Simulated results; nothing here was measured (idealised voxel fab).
process module | voxel wiring stack
cross-section cut | 180 nm wide | cells 5 nm
A cross-section is a grid of square cells, given in bands from the top down. A band is one or more rows of cells.
Each band's line starts with the height of the band's top and of its bottom, in nm. Then come its materials from left to right, each with its width in nm. One material with "throughout" fills the band from edge to edge. "air" is empty space.
Height 0 is the level under which the wafer as received is all one material. The lowest band goes on downwards, as in "0 down".
A width such as "30 to 40" changes by the same amount from each row of cells to the next, from the band's top row to its bottom row.
"no change" after a step means that no cell of the cross-section changed.
closed voids: empty space of 8 cells or more with no open way to the top, each as width x height at its distance from the left edge, in nm
after a step's settings: what the simulator itself notes on the step
overlay nm, on a step with a mask: how far to the right of its planned place the mask lay; to the left if negative
plan
1 op RECEIVE | material Si
2 op CONFORMAL_DEP | material SiO2 | thk nm 15
3 op DIRECTIONAL_DEP | material TiN | thk nm 5
4 op DIRECTIONAL_DEP | material W | thk nm 20
5 op DIRECTIONAL_DEP | material aC | thk nm 15
6 op PATTERN | tone cover | mask id METAL_1 | material resist | width nm 30 | pitch nm 50 | thk nm 30 | overlay nm 0
7 op DIRECTIONAL_ETCH | etch materials aC | depth nm 15
8 op STRIP | etch materials resist
9 op DIRECTIONAL_ETCH | etch materials W | depth nm 20
10 op DIRECTIONAL_ETCH | etch materials TiN | depth nm 5
11 op STRIP | etch materials aC
12 op CONFORMAL_DEP | material SiCN | thk nm 5
13 op FILL_DEP | material lowk | thk nm 10
14 op CMP | height nm 40
15 op CONFORMAL_DEP | material SiCN | thk nm 5
16 op DIRECTIONAL_DEP | material lowk | thk nm 30
17 op DIRECTIONAL_DEP | material aC | thk nm 15
18 op PATTERN | tone open | mask id METAL_2_HOLES | material resist | width nm 15 | pitch nm 50 | thk nm 35 | overlay nm 0
19 op DIRECTIONAL_ETCH | etch materials aC | depth nm 15
20 op STRIP | etch materials resist
21 op DIRECTIONAL_ETCH | etch materials lowk | depth nm 30
22 op STRIP | etch materials aC
23 op MASKED_ETCH | tone open | mask id METAL_2 | width nm 30 | pitch nm 50 | etch materials lowk | depth nm 15 | overlay nm 0
24 op MASKED_ETCH | tone open | mask id METAL_2 | width nm 30 | pitch nm 50 | etch materials SiCN | depth nm 5 | overlay nm 0
25 op CONFORMAL_DEP | material TiN | thk nm 5
26 op FILL_DEP | material Cu | thk nm 5
27 op CMP | height nm 75
28 op CONFORMAL_DEP | material SiCN | thk nm 5
29 op DIRECTIONAL_DEP | material SiO2 | thk nm 20
30 op DIRECTIONAL_DEP | material aC | thk nm 15
31 op PATTERN | tone open | mask id PLUG_2 | material resist | width nm 15 | pitch nm 100 | thk nm 30 | overlay nm 0
32 op DIRECTIONAL_ETCH | etch materials aC | depth nm 15
33 op STRIP | etch materials resist
34 op DIRECTIONAL_ETCH | etch materials SiO2 | depth nm 20
35 op DIRECTIONAL_ETCH | etch materials SiCN | depth nm 5
36 op STRIP | etch materials aC
37 op CONFORMAL_DEP | material TiN | thk nm 5
38 op FILL_DEP | material W | thk nm 10
39 op CMP | height nm 100
40 op CONFORMAL_DEP | material SiN | thk nm 5
41 op DIRECTIONAL_DEP | material SiO2 | thk nm 25
42 op DIRECTIONAL_DEP | material aC | thk nm 10
43 op PATTERN | tone open | mask id METAL_3 | material resist | width nm 30 | pitch nm 50 | thk nm 25 | overlay nm 0
44 op DIRECTIONAL_ETCH | etch materials aC | depth nm 10
45 op STRIP | etch materials resist
46 op DIRECTIONAL_ETCH | etch materials SiO2 | depth nm 25
47 op DIRECTIONAL_ETCH | etch materials SiN | depth nm 5
48 op STRIP | etch materials aC
49 op CONFORMAL_DEP | material TiN | thk nm 5
50 op FILL_DEP | material Cu | thk nm 5
51 op CMP | height nm 130
52 op EPI | material Ru | thk nm 5
53 op FILL_DEP | material SiCN | thk nm 5
54 op DIRECTIONAL_DEP | material SiO2 | thk nm 15
55 op MASKED_ETCH | tone open | mask id PLUG_3 | width nm 15 | pitch nm 50 | etch materials SiO2 | depth nm 15 | overlay nm 0
56 op MASKED_ETCH | tone open | mask id PLUG_3 | width nm 15 | pitch nm 50 | etch materials SiCN | depth nm 5 | overlay nm 0
57 op CONFORMAL_DEP | material TiN | thk nm 5
58 op FILL_DEP | material Cu | thk nm 10
59 op CMP | height nm 155
60 op CONFORMAL_DEP | material SiN | thk nm 5
61 op DIRECTIONAL_DEP | material lowk | thk nm 20
62 op PATTERN | tone open | mask id METAL_4 | material resist | width nm 30 | pitch nm 50 | thk nm 15 | overlay nm 0
63 op DIRECTIONAL_ETCH | etch materials lowk | depth nm 20
64 op DIRECTIONAL_ETCH | etch materials SiN | depth nm 5
65 op STRIP | etch materials resist
66 op CONFORMAL_DEP | material TiN | thk nm 5
67 op FILL_DEP | material W | thk nm 10
68 op CMP | height nm 180
69 op CONFORMAL_DEP | material SiCN | thk nm 5
first wafer, as planned
as received, after step 1
  0 down: Si throughout
  closed voids: none
after step 2
  15 to 0: SiO2 throughout
  below 0: unchanged
after step 3
  20 to 15: TiN throughout
  below 15: unchanged
after step 4
  40 to 20: W throughout
  below 20: unchanged
after step 5
  55 to 40: aC throughout
  below 40: unchanged
after step 6
  85 to 55: air 25 | resist 30 | air 20 | resist 30 | air 20 | resist 30 | air 25
  below 55: unchanged
after step 7
  70 to 55: air 25 | resist 30 | air 20 | resist 30 | air 20 | resist 30 | air 25
  55 to 40: air 25 | aC 30 | air 20 | aC 30 | air 20 | aC 30 | air 25
  below 40: unchanged
after step 8
  55 to 40: air 25 | aC 30 | air 20 | aC 30 | air 20 | aC 30 | air 25
  below 40: unchanged
after step 9
  55 to 40: air 25 | aC 30 | air 20 | aC 30 | air 20 | aC 30 | air 25
  40 to 20: air 25 | W 30 | air 20 | W 30 | air 20 | W 30 | air 25
  below 20: unchanged
after step 10
  55 to 40: air 25 | aC 30 | air 20 | aC 30 | air 20 | aC 30 | air 25
  40 to 20: air 25 | W 30 | air 20 | W 30 | air 20 | W 30 | air 25
  20 to 15: air 25 | TiN 30 | air 20 | TiN 30 | air 20 | TiN 30 | air 25
  below 15: unchanged
after step 11
  40 to 20: air 25 | W 30 | air 20 | W 30 | air 20 | W 30 | air 25
  below 20: unchanged
after step 12
  45 to 40: air 20 | SiCN 40 | air 10 | SiCN 40 | air 10 | SiCN 40 | air 20
  40 to 20: air 20 | SiCN 5 | W 30 | SiCN 5 | air 10 | SiCN 5 | W 30 | SiCN 5 | air 10 | SiCN 5 | W 30 | SiCN 5 | air 20
  20 to 15: SiCN 25 | TiN 30 | SiCN 20 | TiN 30 | SiCN 20 | TiN 30 | SiCN 25
  below 15: unchanged
after step 13
  55 to 45: lowk throughout
  45 to 40: lowk 20 | SiCN 40 | lowk 10 | SiCN 40 | lowk 10 | SiCN 40 | lowk 20
  40 to 20: lowk 20 | SiCN 5 | W 30 | SiCN 5 | lowk 10 | SiCN 5 | W 30 | SiCN 5 | lowk 10 | SiCN 5 | W 30 | SiCN 5 | lowk 20
  below 20: unchanged
after step 14
  40 to 20: lowk 20 | SiCN 5 | W 30 | SiCN 5 | lowk 10 | SiCN 5 | W 30 | SiCN 5 | lowk 10 | SiCN 5 | W 30 | SiCN 5 | lowk 20
  below 20: unchanged
after step 15
  45 to 40: SiCN throughout
  below 40: unchanged
after step 16
  75 to 45: lowk throughout
  below 45: unchanged
after step 17
  90 to 75: aC throughout
  below 75: unchanged
after step 18
  125 to 90: resist 25 | air 15 | resist 35 | air 15 | resist 35 | air 15 | resist 40
  below 90: unchanged
after step 19
  110 to 90: resist 25 | air 15 | resist 35 | air 15 | resist 35 | air 15 | resist 40
  90 to 75: aC 25 | air 15 | aC 35 | air 15 | aC 35 | air 15 | aC 40
  below 75: unchanged
after step 20
  90 to 75: aC 25 | air 15 | aC 35 | air 15 | aC 35 | air 15 | aC 40
  below 75: unchanged
after step 21
  90 to 75: aC 25 | air 15 | aC 35 | air 15 | aC 35 | air 15 | aC 40
  75 to 45: lowk 25 | air 15 | lowk 35 | air 15 | lowk 35 | air 15 | lowk 40
  below 45: unchanged
after step 22
  75 to 45: lowk 25 | air 15 | lowk 35 | air 15 | lowk 35 | air 15 | lowk 40
  below 45: unchanged
after step 23
  75 to 60: lowk 25 | air 30 | lowk 20 | air 30 | lowk 20 | air 30 | lowk 25
  below 60: unchanged
after step 24
  75 to 60: lowk 25 | air 30 | lowk 20 | air 30 | lowk 20 | air 30 | lowk 25
  60 to 45: lowk 25 | air 15 | lowk 35 | air 15 | lowk 35 | air 15 | lowk 40
  45 to 40: SiCN 25 | air 15 | SiCN 35 | air 15 | SiCN 35 | air 15 | SiCN 40
  below 40: unchanged
after step 25
  80 to 75: TiN 30 | air 20 | TiN 30 | air 20 | TiN 30 | air 20 | TiN 30
  75 to 65: lowk 25 | TiN 5 | air 20 | TiN 5 | lowk 20 | TiN 5 | air 20 | TiN 5 | lowk 20 | TiN 5 | air 20 | TiN 5 | lowk 25
  65 to 60: lowk 25 | TiN 5 | air 5 | TiN 20 | lowk 20 | TiN 5 | air 5 | TiN 20 | lowk 20 | TiN 5 | air 5 | TiN 20 | lowk 25
  60 to 45: lowk 25 | TiN 5 | air 5 | TiN 5 | lowk 35 | TiN 5 | air 5 | TiN 5 | lowk 35 | TiN 5 | air 5 | TiN 5 | lowk 40
  45 to 40: SiCN 25 | TiN 15 | SiCN 35 | TiN 15 | SiCN 35 | TiN 15 | SiCN 40
  below 40: unchanged
after step 26
  85 to 80: Cu throughout
  80 to 75: TiN 30 | Cu 20 | TiN 30 | Cu 20 | TiN 30 | Cu 20 | TiN 30
  75 to 65: lowk 25 | TiN 5 | Cu 20 | TiN 5 | lowk 20 | TiN 5 | Cu 20 | TiN 5 | lowk 20 | TiN 5 | Cu 20 | TiN 5 | lowk 25
  65 to 60: lowk 25 | TiN 5 | Cu 5 | TiN 20 | lowk 20 | TiN 5 | Cu 5 | TiN 20 | lowk 20 | TiN 5 | Cu 5 | TiN 20 | lowk 25
  60 to 45: lowk 25 | TiN 5 | Cu 5 | TiN 5 | lowk 35 | TiN 5 | Cu 5 | TiN 5 | lowk 35 | TiN 5 | Cu 5 | TiN 5 | lowk 40
  below 45: unchanged
after step 27
  75 to 65: lowk 25 | TiN 5 | Cu 20 | TiN 5 | lowk 20 | TiN 5 | Cu 20 | TiN 5 | lowk 20 | TiN 5 | Cu 20 | TiN 5 | lowk 25
  below 65: unchanged
after step 28
  80 to 75: SiCN throughout
  below 75: unchanged
after step 29
  100 to 80: SiO2 throughout
  below 80: unchanged
after step 30
  115 to 100: aC throughout
  below 100: unchanged
after step 31
  145 to 115: resist 25 | air 15 | resist 85 | air 15 | resist 40
  below 115: unchanged
after step 32
  130 to 115: resist 25 | air 15 | resist 85 | air 15 | resist 40
  115 to 100: aC 25 | air 15 | aC 85 | air 15 | aC 40
  below 100: unchanged
after step 33
  115 to 100: aC 25 | air 15 | aC 85 | air 15 | aC 40
  below 100: unchanged
after step 34
  115 to 100: aC 25 | air 15 | aC 85 | air 15 | aC 40
  100 to 80: SiO2 25 | air 15 | SiO2 85 | air 15 | SiO2 40
  below 80: unchanged
after step 35
  115 to 100: aC 25 | air 15 | aC 85 | air 15 | aC 40
  100 to 80: SiO2 25 | air 15 | SiO2 85 | air 15 | SiO2 40
  80 to 75: SiCN 25 | air 15 | SiCN 85 | air 15 | SiCN 40
  below 75: unchanged
after step 36
  100 to 80: SiO2 25 | air 15 | SiO2 85 | air 15 | SiO2 40
  below 80: unchanged
after step 37
  105 to 100: TiN 30 | air 5 | TiN 95 | air 5 | TiN 45
  100 to 80: SiO2 25 | TiN 5 | air 5 | TiN 5 | SiO2 85 | TiN 5 | air 5 | TiN 5 | SiO2 40
  80 to 75: SiCN 25 | TiN 15 | SiCN 85 | TiN 15 | SiCN 40
  below 75: unchanged
after step 38
  115 to 105: W throughout
  105 to 100: TiN 30 | W 5 | TiN 95 | W 5 | TiN 45
  100 to 80: SiO2 25 | TiN 5 | W 5 | TiN 5 | SiO2 85 | TiN 5 | W 5 | TiN 5 | SiO2 40
  below 80: unchanged
after step 39
  100 to 80: SiO2 25 | TiN 5 | W 5 | TiN 5 | SiO2 85 | TiN 5 | W 5 | TiN 5 | SiO2 40
  below 80: unchanged
after step 40
  105 to 100: SiN throughout
  below 100: unchanged
after step 41
  130 to 105: SiO2 throughout
  below 105: unchanged
after step 42
  140 to 130: aC throughout
  below 130: unchanged
after step 43
  165 to 140: resist 25 | air 30 | resist 20 | air 30 | resist 20 | air 30 | resist 25
  below 140: unchanged
after step 44
  155 to 140: resist 25 | air 30 | resist 20 | air 30 | resist 20 | air 30 | resist 25
  140 to 130: aC 25 | air 30 | aC 20 | air 30 | aC 20 | air 30 | aC 25
  below 130: unchanged
after step 45
  140 to 130: aC 25 | air 30 | aC 20 | air 30 | aC 20 | air 30 | aC 25
  below 130: unchanged
after step 46
  140 to 130: aC 25 | air 30 | aC 20 | air 30 | aC 20 | air 30 | aC 25
  130 to 105: SiO2 25 | air 30 | SiO2 20 | air 30 | SiO2 20 | air 30 | SiO2 25
  below 105: unchanged
after step 47
  140 to 130: aC 25 | air 30 | aC 20 | air 30 | aC 20 | air 30 | aC 25
  130 to 105: SiO2 25 | air 30 | SiO2 20 | air 30 | SiO2 20 | air 30 | SiO2 25
  105 to 100: SiN 25 | air 30 | SiN 20 | air 30 | SiN 20 | air 30 | SiN 25
  below 100: unchanged
after step 48
  130 to 105: SiO2 25 | air 30 | SiO2 20 | air 30 | SiO2 20 | air 30 | SiO2 25
  below 105: unchanged
after step 49
  135 to 130: TiN 30 | air 20 | TiN 30 | air 20 | TiN 30 | air 20 | TiN 30
  130 to 105: SiO2 25 | TiN 5 | air 20 | TiN 5 | SiO2 20 | TiN 5 | air 20 | TiN 5 | SiO2 20 | TiN 5 | air 20 | TiN 5 | SiO2 25
  105 to 100: SiN 25 | TiN 30 | SiN 20 | TiN 30 | SiN 20 | TiN 30 | SiN 25
  below 100: unchanged
after step 50
  140 to 135: Cu throughout
  135 to 130: TiN 30 | Cu 20 | TiN 30 | Cu 20 | TiN 30 | Cu 20 | TiN 30
  130 to 105: SiO2 25 | TiN 5 | Cu 20 | TiN 5 | SiO2 20 | TiN 5 | Cu 20 | TiN 5 | SiO2 20 | TiN 5 | Cu 20 | TiN 5 | SiO2 25
  below 105: unchanged
after step 51
  130 to 105: SiO2 25 | TiN 5 | Cu 20 | TiN 5 | SiO2 20 | TiN 5 | Cu 20 | TiN 5 | SiO2 20 | TiN 5 | Cu 20 | TiN 5 | SiO2 25
  below 105: unchanged
after step 52
  135 to 130: air 20 | Ru 40 | air 10 | Ru 40 | air 10 | Ru 40 | air 20
  below 130: unchanged
after step 53
  140 to 135: SiCN throughout
  135 to 130: SiCN 20 | Ru 40 | SiCN 10 | Ru 40 | SiCN 10 | Ru 40 | SiCN 20
  below 130: unchanged
after step 54
  155 to 140: SiO2 throughout
  below 140: unchanged
after step 55
  155 to 140: SiO2 25 | air 15 | SiO2 35 | air 15 | SiO2 35 | air 15 | SiO2 40
  below 140: unchanged
after step 56
  155 to 140: SiO2 25 | air 15 | SiO2 35 | air 15 | SiO2 35 | air 15 | SiO2 40
  140 to 135: SiCN 25 | air 15 | SiCN 35 | air 15 | SiCN 35 | air 15 | SiCN 40
  below 135: unchanged
after step 57
  160 to 155: TiN 30 | air 5 | TiN 45 | air 5 | TiN 45 | air 5 | TiN 45
  155 to 140: SiO2 25 | TiN 5 | air 5 | TiN 5 | SiO2 35 | TiN 5 | air 5 | TiN 5 | SiO2 35 | TiN 5 | air 5 | TiN 5 | SiO2 40
  140 to 135: SiCN 25 | TiN 15 | SiCN 35 | TiN 15 | SiCN 35 | TiN 15 | SiCN 40
  below 135: unchanged
after step 58
  170 to 160: Cu throughout
  160 to 155: TiN 30 | Cu 5 | TiN 45 | Cu 5 | TiN 45 | Cu 5 | TiN 45
  155 to 140: SiO2 25 | TiN 5 | Cu 5 | TiN 5 | SiO2 35 | TiN 5 | Cu 5 | TiN 5 | SiO2 35 | TiN 5 | Cu 5 | TiN 5 | SiO2 40
  below 140: unchanged
after step 59
  155 to 140: SiO2 25 | TiN 5 | Cu 5 | TiN 5 | SiO2 35 | TiN 5 | Cu 5 | TiN 5 | SiO2 35 | TiN 5 | Cu 5 | TiN 5 | SiO2 40
  below 140: unchanged
after step 60
  160 to 155: SiN throughout
  below 155: unchanged
after step 61
  180 to 160: lowk throughout
  below 160: unchanged
after step 62
  195 to 180: resist 25 | air 30 | resist 20 | air 30 | resist 20 | air 30 | resist 25
  below 180: unchanged
after step 63
  195 to 180: resist 25 | air 30 | resist 20 | air 30 | resist 20 | air 30 | resist 25
  180 to 160: lowk 25 | air 30 | lowk 20 | air 30 | lowk 20 | air 30 | lowk 25
  below 160: unchanged
after step 64
  195 to 180: resist 25 | air 30 | resist 20 | air 30 | resist 20 | air 30 | resist 25
  180 to 160: lowk 25 | air 30 | lowk 20 | air 30 | lowk 20 | air 30 | lowk 25
  160 to 155: SiN 25 | air 30 | SiN 20 | air 30 | SiN 20 | air 30 | SiN 25
  below 155: unchanged
after step 65
  180 to 160: lowk 25 | air 30 | lowk 20 | air 30 | lowk 20 | air 30 | lowk 25
  below 160: unchanged
after step 66
  185 to 180: TiN 30 | air 20 | TiN 30 | air 20 | TiN 30 | air 20 | TiN 30
  180 to 160: lowk 25 | TiN 5 | air 20 | TiN 5 | lowk 20 | TiN 5 | air 20 | TiN 5 | lowk 20 | TiN 5 | air 20 | TiN 5 | lowk 25
  160 to 155: SiN 25 | TiN 30 | SiN 20 | TiN 30 | SiN 20 | TiN 30 | SiN 25
  below 155: unchanged
after step 67
  195 to 185: W throughout
  185 to 180: TiN 30 | W 20 | TiN 30 | W 20 | TiN 30 | W 20 | TiN 30
  180 to 160: lowk 25 | TiN 5 | W 20 | TiN 5 | lowk 20 | TiN 5 | W 20 | TiN 5 | lowk 20 | TiN 5 | W 20 | TiN 5 | lowk 25
  below 160: unchanged
after step 68
  180 to 160: lowk 25 | TiN 5 | W 20 | TiN 5 | lowk 20 | TiN 5 | W 20 | TiN 5 | lowk 20 | TiN 5 | W 20 | TiN 5 | lowk 25
  below 160: unchanged
after step 69
  185 to 180: SiCN throughout
  below 180: unchanged
second wafer: like start, like plan, one mistake. Through step 22 it matches the first wafer
when step 23 should have ended
  75 to 45: lowk 25 | air 30 | lowk 20 | air 30 | lowk 20 | air 30 | lowk 25
  below 45: unchanged
when step 24 should have ended
  75 to 45: lowk 25 | air 30 | lowk 20 | air 30 | lowk 20 | air 30 | lowk 25
  45 to 40: SiCN 25 | air 30 | SiCN 20 | air 30 | SiCN 20 | air 30 | SiCN 25
  below 40: unchanged
when step 25 should have ended
  80 to 75: TiN 30 | air 20 | TiN 30 | air 20 | TiN 30 | air 20 | TiN 30
  75 to 45: lowk 25 | TiN 5 | air 20 | TiN 5 | lowk 20 | TiN 5 | air 20 | TiN 5 | lowk 20 | TiN 5 | air 20 | TiN 5 | lowk 25
  45 to 40: SiCN 25 | TiN 30 | SiCN 20 | TiN 30 | SiCN 20 | TiN 30 | SiCN 25
  below 40: unchanged
when step 26 should have ended
  85 to 80: Cu throughout
  80 to 75: TiN 30 | Cu 20 | TiN 30 | Cu 20 | TiN 30 | Cu 20 | TiN 30
  75 to 45: lowk 25 | TiN 5 | Cu 20 | TiN 5 | lowk 20 | TiN 5 | Cu 20 | TiN 5 | lowk 20 | TiN 5 | Cu 20 | TiN 5 | lowk 25
  below 45: unchanged
when step 27 should have ended
  75 to 45: lowk 25 | TiN 5 | Cu 20 | TiN 5 | lowk 20 | TiN 5 | Cu 20 | TiN 5 | lowk 20 | TiN 5 | Cu 20 | TiN 5 | lowk 25
  below 45: unchanged
when step 28 should have ended
  80 to 75: SiCN throughout
  below 75: unchanged
when step 29 should have ended
  100 to 80: SiO2 throughout
  below 80: unchanged
when step 30 should have ended
  115 to 100: aC throughout
  below 100: unchanged
when step 31 should have ended
  145 to 115: resist 25 | air 15 | resist 85 | air 15 | resist 40
  below 115: unchanged
when step 32 should have ended
  130 to 115: resist 25 | air 15 | resist 85 | air 15 | resist 40
  115 to 100: aC 25 | air 15 | aC 85 | air 15 | aC 40
  below 100: unchanged
when step 33 should have ended
  115 to 100: aC 25 | air 15 | aC 85 | air 15 | aC 40
  below 100: unchanged
when step 34 should have ended
  115 to 100: aC 25 | air 15 | aC 85 | air 15 | aC 40
  100 to 80: SiO2 25 | air 15 | SiO2 85 | air 15 | SiO2 40
  below 80: unchanged
when step 35 should have ended
  115 to 100: aC 25 | air 15 | aC 85 | air 15 | aC 40
  100 to 80: SiO2 25 | air 15 | SiO2 85 | air 15 | SiO2 40
  80 to 75: SiCN 25 | air 15 | SiCN 85 | air 15 | SiCN 40
  below 75: unchanged
when step 36 should have ended
  100 to 80: SiO2 25 | air 15 | SiO2 85 | air 15 | SiO2 40
  below 80: unchanged
when step 37 should have ended
  105 to 100: TiN 30 | air 5 | TiN 95 | air 5 | TiN 45
  100 to 80: SiO2 25 | TiN 5 | air 5 | TiN 5 | SiO2 85 | TiN 5 | air 5 | TiN 5 | SiO2 40
  80 to 75: SiCN 25 | TiN 15 | SiCN 85 | TiN 15 | SiCN 40
  below 75: unchanged
when step 38 should have ended
  115 to 105: W throughout
  105 to 100: TiN 30 | W 5 | TiN 95 | W 5 | TiN 45
  100 to 80: SiO2 25 | TiN 5 | W 5 | TiN 5 | SiO2 85 | TiN 5 | W 5 | TiN 5 | SiO2 40
  below 80: unchanged
when step 39 should have ended
  100 to 80: SiO2 25 | TiN 5 | W 5 | TiN 5 | SiO2 85 | TiN 5 | W 5 | TiN 5 | SiO2 40
  below 80: unchanged
when step 40 should have ended
  105 to 100: SiN throughout
  below 100: unchanged
when step 41 should have ended
  130 to 105: SiO2 throughout
  below 105: unchanged
when step 42 should have ended
  140 to 130: aC throughout
  below 130: unchanged
when step 43 should have ended
  165 to 140: resist 25 | air 30 | resist 20 | air 30 | resist 20 | air 30 | resist 25
  below 140: unchanged
when step 44 should have ended
  155 to 140: resist 25 | air 30 | resist 20 | air 30 | resist 20 | air 30 | resist 25
  140 to 130: aC 25 | air 30 | aC 20 | air 30 | aC 20 | air 30 | aC 25
  below 130: unchanged
when step 45 should have ended
  140 to 130: aC 25 | air 30 | aC 20 | air 30 | aC 20 | air 30 | aC 25
  below 130: unchanged
when step 46 should have ended
  140 to 130: aC 25 | air 30 | aC 20 | air 30 | aC 20 | air 30 | aC 25
  130 to 105: SiO2 25 | air 30 | SiO2 20 | air 30 | SiO2 20 | air 30 | SiO2 25
  below 105: unchanged
when step 47 should have ended
  140 to 130: aC 25 | air 30 | aC 20 | air 30 | aC 20 | air 30 | aC 25
  130 to 105: SiO2 25 | air 30 | SiO2 20 | air 30 | SiO2 20 | air 30 | SiO2 25
  105 to 100: SiN 25 | air 30 | SiN 20 | air 30 | SiN 20 | air 30 | SiN 25
  below 100: unchanged
when step 48 should have ended
  130 to 105: SiO2 25 | air 30 | SiO2 20 | air 30 | SiO2 20 | air 30 | SiO2 25
  below 105: unchanged
when step 49 should have ended
  135 to 130: TiN 30 | air 20 | TiN 30 | air 20 | TiN 30 | air 20 | TiN 30
  130 to 105: SiO2 25 | TiN 5 | air 20 | TiN 5 | SiO2 20 | TiN 5 | air 20 | TiN 5 | SiO2 20 | TiN 5 | air 20 | TiN 5 | SiO2 25
  105 to 100: SiN 25 | TiN 30 | SiN 20 | TiN 30 | SiN 20 | TiN 30 | SiN 25
  below 100: unchanged
when step 50 should have ended
  140 to 135: Cu throughout
  135 to 130: TiN 30 | Cu 20 | TiN 30 | Cu 20 | TiN 30 | Cu 20 | TiN 30
  130 to 105: SiO2 25 | TiN 5 | Cu 20 | TiN 5 | SiO2 20 | TiN 5 | Cu 20 | TiN 5 | SiO2 20 | TiN 5 | Cu 20 | TiN 5 | SiO2 25
  below 105: unchanged
when step 51 should have ended
  130 to 105: SiO2 25 | TiN 5 | Cu 20 | TiN 5 | SiO2 20 | TiN 5 | Cu 20 | TiN 5 | SiO2 20 | TiN 5 | Cu 20 | TiN 5 | SiO2 25
  below 105: unchanged
when step 52 should have ended
  135 to 130: air 20 | Ru 40 | air 10 | Ru 40 | air 10 | Ru 40 | air 20
  below 130: unchanged
when step 53 should have ended
  140 to 135: SiCN throughout
  135 to 130: SiCN 20 | Ru 40 | SiCN 10 | Ru 40 | SiCN 10 | Ru 40 | SiCN 20
  below 130: unchanged
when step 54 should have ended
  155 to 140: SiO2 throughout
  below 140: unchanged
when step 55 should have ended
  155 to 140: SiO2 25 | air 15 | SiO2 35 | air 15 | SiO2 35 | air 15 | SiO2 40
  below 140: unchanged
when step 56 should have ended
  155 to 140: SiO2 25 | air 15 | SiO2 35 | air 15 | SiO2 35 | air 15 | SiO2 40
  140 to 135: SiCN 25 | air 15 | SiCN 35 | air 15 | SiCN 35 | air 15 | SiCN 40
  below 135: unchanged
when step 57 should have ended
  160 to 155: TiN 30 | air 5 | TiN 45 | air 5 | TiN 45 | air 5 | TiN 45
  155 to 140: SiO2 25 | TiN 5 | air 5 | TiN 5 | SiO2 35 | TiN 5 | air 5 | TiN 5 | SiO2 35 | TiN 5 | air 5 | TiN 5 | SiO2 40
  140 to 135: SiCN 25 | TiN 15 | SiCN 35 | TiN 15 | SiCN 35 | TiN 15 | SiCN 40
  below 135: unchanged
when step 58 should have ended
  170 to 160: Cu throughout
  160 to 155: TiN 30 | Cu 5 | TiN 45 | Cu 5 | TiN 45 | Cu 5 | TiN 45
  155 to 140: SiO2 25 | TiN 5 | Cu 5 | TiN 5 | SiO2 35 | TiN 5 | Cu 5 | TiN 5 | SiO2 35 | TiN 5 | Cu 5 | TiN 5 | SiO2 40
  below 140: unchanged
when step 59 should have ended
  155 to 140: SiO2 25 | TiN 5 | Cu 5 | TiN 5 | SiO2 35 | TiN 5 | Cu 5 | TiN 5 | SiO2 35 | TiN 5 | Cu 5 | TiN 5 | SiO2 40
  below 140: unchanged
when step 60 should have ended
  160 to 155: SiN throughout
  below 155: unchanged
when step 61 should have ended
  180 to 160: lowk throughout
  below 160: unchanged
when step 62 should have ended
  195 to 180: resist 25 | air 30 | resist 20 | air 30 | resist 20 | air 30 | resist 25
  below 180: unchanged
when step 63 should have ended
  195 to 180: resist 25 | air 30 | resist 20 | air 30 | resist 20 | air 30 | resist 25
  180 to 160: lowk 25 | air 30 | lowk 20 | air 30 | lowk 20 | air 30 | lowk 25
  below 160: unchanged
when step 64 should have ended
  195 to 180: resist 25 | air 30 | resist 20 | air 30 | resist 20 | air 30 | resist 25
  180 to 160: lowk 25 | air 30 | lowk 20 | air 30 | lowk 20 | air 30 | lowk 25
  160 to 155: SiN 25 | air 30 | SiN 20 | air 30 | SiN 20 | air 30 | SiN 25
  below 155: unchanged
when step 65 should have ended
  180 to 160: lowk 25 | air 30 | lowk 20 | air 30 | lowk 20 | air 30 | lowk 25
  below 160: unchanged
when step 66 should have ended
  185 to 180: TiN 30 | air 20 | TiN 30 | air 20 | TiN 30 | air 20 | TiN 30
  180 to 160: lowk 25 | TiN 5 | air 20 | TiN 5 | lowk 20 | TiN 5 | air 20 | TiN 5 | lowk 20 | TiN 5 | air 20 | TiN 5 | lowk 25
  160 to 155: SiN 25 | TiN 30 | SiN 20 | TiN 30 | SiN 20 | TiN 30 | SiN 25
  below 155: unchanged
when step 67 should have ended
  195 to 185: W throughout
  185 to 180: TiN 30 | W 20 | TiN 30 | W 20 | TiN 30 | W 20 | TiN 30
  180 to 160: lowk 25 | TiN 5 | W 20 | TiN 5 | lowk 20 | TiN 5 | W 20 | TiN 5 | lowk 20 | TiN 5 | W 20 | TiN 5 | lowk 25
  below 160: unchanged
when step 68 should have ended
  180 to 160: lowk 25 | TiN 5 | W 20 | TiN 5 | lowk 20 | TiN 5 | W 20 | TiN 5 | lowk 20 | TiN 5 | W 20 | TiN 5 | lowk 25
  below 160: unchanged
when step 69 should have ended
  185 to 180: SiCN throughout
  below 180: unchanged
what went wrong: step 23 was run twice
at the end the second wafer has, in cells: 36 more of Cu | 9 fewer of SiCN | 27 fewer of lowk
